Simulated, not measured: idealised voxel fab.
Documented hereafter: the process module known as voxel self aligned vias.
Section shown: cut. Width: 175 nm. Cell size: 5 nm, square.
A cross-section is a grid of square cells, given in bands from the top down. A band is one or more rows of cells. Read a band's entry like this: the first values are the height of its top and the height of its bottom in nm, and what follows is the sequence of materials from left to right, each with its width in nm. Note that "blank" is empty space, and that a single material marked "edge to edge" reaches across the band from edge to edge. Heights are expressed relative to 0, this being the level below which the as-received wafer comprises one material exclusively. The lowest band is unbounded in the downward direction and is denoted as in "0 down". Graded width ("30 to 40"): value in top row of band = first number; value in bottom row = second number; row-to-row change constant. Step marked "no change occurred"? Then no cell in the cross-section changed in it. closed voids: empty space of 8 cells or more with no open way to the top, each as width x height at its distance from the left edge, in nm. Anything after a step's settings on that line? It's the simulator's own note about the step. "overlay nm" denotes, for a step that has a mask, the displacement of the mask to the right of its planned place, with negative values corresponding to the left.
Process steps (planned):
1,RECEIVE, material Si
2,CONFORMAL_DEP, material SiO2, thk nm 10
3,CONFORMAL_DEP, material SiCN, thk nm 5
4,DIRECTIONAL_DEP, material SiO2, thk nm 25
5,MASKED_ETCH, tone open, mask id LINES, width nm 25, pitch nm 55, etch materials SiO2, depth nm 25, overlay nm 0
6,CONFORMAL_DEP, material TiN, thk nm 5
7,FILL_DEP, material W, thk nm 5
8,CMP, height nm 40
9,SELECTIVE_ETCH, etch materials W Ru TiN, depth nm 5
10,FILL_DEP, material SiN, thk nm 5
11,CMP, height nm 40
12,DIRECTIONAL_DEP, material SiO2, thk nm 15
13,DIRECTIONAL_DEP, material aC, thk nm 10
14,PATTERN, tone open, mask id VIAS, material resist, width nm 35, pitch nm 55, thk nm 25, overlay nm 0
15,DIRECTIONAL_ETCH, etch materials aC, depth nm 10
16,STRIP, etch materials resist
17,DIRECTIONAL_ETCH, etch materials SiO2, depth nm 15
18,DIRECTIONAL_ETCH, etch materials SiN, depth nm 5
19,STRIP, etch materials aC
20,CONFORMAL_DEP, material TiN, thk nm 5
21,FILL_DEP, material Ru, thk nm 5
22,CMP, height nm 55
23,CONFORMAL_DEP, material SiN, thk nm 5
Incoming wafer in cross-section (state: after step 1):
  0 down = Si edge to edge
  closed voids: none
Post-module cross-section of the first of two wafers (run per plan):
  60 to 55 = SiN edge to edge
  55 to 45 = SiO2 40, TiN 5, Ru 25, TiN 5, SiO2 20, TiN 5, Ru 25, TiN 5, SiO2 45
  45 to 40 = SiO2 40, TiN 10, Ru 15, TiN 10, SiO2 20, TiN 10, Ru 15, TiN 10, SiO2 45
  40 to 35 = SiO2 45, TiN 25, SiO2 30, TiN 25, SiO2 50
  35 to 20 = SiO2 45, TiN 5, W 15, TiN 5, SiO2 30, TiN 5, W 15, TiN 5, SiO2 50
  20 to 15 = SiO2 45, TiN 25, SiO2 30, TiN 25, SiO2 50
  15 to 10 = SiCN edge to edge
  10 to 0 = SiO2 edge to edge
  0 down = Si edge to edge
  closed voids: none
Cross-section of the latter of the two wafers at module completion. It had an identical start and an identical plan to the former; in running it, one mistake was made:
  60 to 55 = SiN edge to edge
  55 to 45 = SiO2 40, TiN 5, Ru 25, TiN 5, SiO2 20, TiN 5, Ru 25, TiN 5, SiO2 45
  45 to 40 = SiO2 40, TiN 10, Ru 15, TiN 10, SiO2 20, TiN 10, Ru 15, TiN 10, SiO2 45
  40 to 35 = SiO2 45, TiN 25, SiO2 30, TiN 25, SiO2 50
  35 to 20 = SiO2 45, TiN 5, W 15, TiN 5, SiO2 30, TiN 5, W 15, TiN 5, SiO2 50
  20 to 15 = SiO2 45, TiN 25, SiO2 30, TiN 25, SiO2 50
  15 to 10 = SiCN edge to edge
  10 to 0 = TiN edge to edge
  0 down = Si edge to edge
  closed voids: none
It is concluded that the wafer was processed incorrectly with respect to the plan, in that the process deviated at step 2: the operation and settings actually run there were CONFORMAL_DEP, material TiN, thk nm 10
Upon completion, the second wafer contains, in terms of cells, a greater or smaller amount of certain materials than the first wafer: SiO2 -70, TiN +70
